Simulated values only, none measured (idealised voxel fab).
Title: Process Module voxel local oxidation
220 nm wide, 5 nm square cells: that's cross-section cut.
How to read a cross-section here: the picture is a grid of square cells, written as bands going from the top down, and any band can span one or more rows of cells.
Read a band's entry like this: the first values are the height of its top and the height of its bottom in nm, and what follows is the sequence of materials from left to right, each with its width in nm. Note that "blank" is empty space, and that a single material marked "everywhere" reaches across the band from edge to edge.
Heights are measured from 0, the level below which the as-received wafer is all one material; the lowest band has no bottom and continues downward, written as in "from 0 down".
It should be noted that a width expressed as "30..40" varies in equal increments from row to row of cells within the band, taking the value of the first number at the top row and that of the second number at the bottom row.
Basically "stayed the same" means that step didn't change any cell in the cross-section.
"Completely enclosed voids" means: voids of 8 cells or more that are shut off from the top with no open way through. Written width x height at distance, distance from the left edge, in nm.
Note: text after step settings on the step line = simulator remark on that step.
"overlay nm", when on a step's line for a step with a mask, measures how far to the right of its planned place the mask lay; a negative measure means to the left.

The following list gives the planned process steps:
1 op RECEIVE | material Si
2 op OXIDIZE | depth nm 5
3 op CONFORMAL_DEP | material SiN | thk nm 10
4 op DIRECTIONAL_DEP | material aC | thk nm 10
5 op PATTERN | tone cover | mask id ACTIVE | material resist | width nm 115 | thk nm 25 | overlay nm 0
6 op DIRECTIONAL_ETCH | etch materials aC | depth nm 10
7 op STRIP | etch materials resist
8 op DIRECTIONAL_ETCH | etch materials SiN | depth nm 10
9 op STRIP | etch materials aC
10 op SELECTIVE_ETCH | etch materials SiO2 | depth nm 5
11 op OXIDIZE | depth nm 15
12 op STRIP | etch materials SiN

First wafer, as planned:

Wafer at receipt (post step 1), cross-section:
  from 0 down: Si everywhere
  Completely enclosed voids: none

Cross-section of the wafer after step 2:
  from 0 to -5: SiO2 everywhere
  Lower than -5, everything is as it was.

Cross-section of the wafer after step 3:
  from 10 to 0: SiN everywhere
  Lower than 0, everything is as it was.

Cross-section of the wafer after step 4:
  from 20 to 10: aC everywhere
  Lower than 10, everything is as it was.

Cross-section of the wafer after step 5:
  from 45 to 20: blank 50  resist 115  blank 55
  Lower than 20, everything is as it was.

Cross-section of the wafer after step 6:
  from 35 to 20: blank 50  resist 115  blank 55
  from 20 to 10: blank 50  aC 115  blank 55
  Lower than 10, everything is as it was.

Cross-section of the wafer after step 7:
  from 20 to 10: blank 50  aC 115  blank 55
  Lower than 10, everything is as it was.

Cross-section of the wafer after step 8:
  from 20 to 10: blank 50  aC 115  blank 55
  from 10 to 0: blank 50  SiN 115  blank 55
  Lower than 0, everything is as it was.

Cross-section of the wafer after step 9:
  from 10 to 0: blank 50  SiN 115  blank 55
  Lower than 0, everything is as it was.

Cross-section of the wafer after step 10:
  from 10 to 0: blank 50  SiN 115  blank 55
  from 0 to -5: blank 55  SiO2 105  blank 60
  Lower than -5, everything is as it was.

Cross-section of the wafer after step 11:
  from 10 to 0: blank 50  SiN 115  blank 55
  from 0 to -5: blank 55  SiO2 105  blank 60
  from -5 to -20: SiO2 70  Si 75  SiO2 75
  Lower than -20, everything is as it was.

Cross-section of the wafer after step 12:
  from 0 to -5: blank 55  SiO2 105  blank 60
  Lower than -5, everything is as it was.

Wafer two. Identical start, identical plan. One mistake in execution. Identical history through step 4:

Second wafer: cross-section at the scheduled end of step 5:
  from 45 to 20: blank 55  resist 115  blank 50
  Lower than 20, everything is as it was.

Second wafer: cross-section at the scheduled end of step 6:
  from 35 to 20: blank 55  resist 115  blank 50
  from 20 to 10: blank 55  aC 115  blank 50
  Lower than 10, everything is as it was.

Second wafer: cross-section at the scheduled end of step 7:
  from 20 to 10: blank 55  aC 115  blank 50
  Lower than 10, everything is as it was.

Second wafer: cross-section at the scheduled end of step 8:
  from 20 to 10: blank 55  aC 115  blank 50
  from 10 to 0: blank 55  SiN 115  blank 50
  Lower than 0, everything is as it was.

Second wafer: cross-section at the scheduled end of step 9:
  from 10 to 0: blank 55  SiN 115  blank 50
  Lower than 0, everything is as it was.

Second wafer: cross-section at the scheduled end of step 10:
  from 10 to 0: blank 55  SiN 115  blank 50
  from 0 to -5: blank 60  SiO2 105  blank 55
  Lower than -5, everything is as it was.

Second wafer: cross-section at the scheduled end of step 11:
  from 10 to 0: blank 55  SiN 115  blank 50
  from 0 to -5: blank 60  SiO2 105  blank 55
  from -5 to -20: SiO2 75  Si 75  SiO2 70
  Lower than -20, everything is as it was.

Second wafer: cross-section at the scheduled end of step 12:
  from 0 to -5: blank 60  SiO2 105  blank 55
  Lower than -5, everything is as it was.
What broke from the plan during processing? step 5 was processed under conditions differing from the plan, specifically as op PATTERN | tone cover | mask id ACTIVE | material resist | width nm 115 | thk nm 25 | overlay nm 5
at the end the second wafer has, in cells: as many of each material as the first, in other places
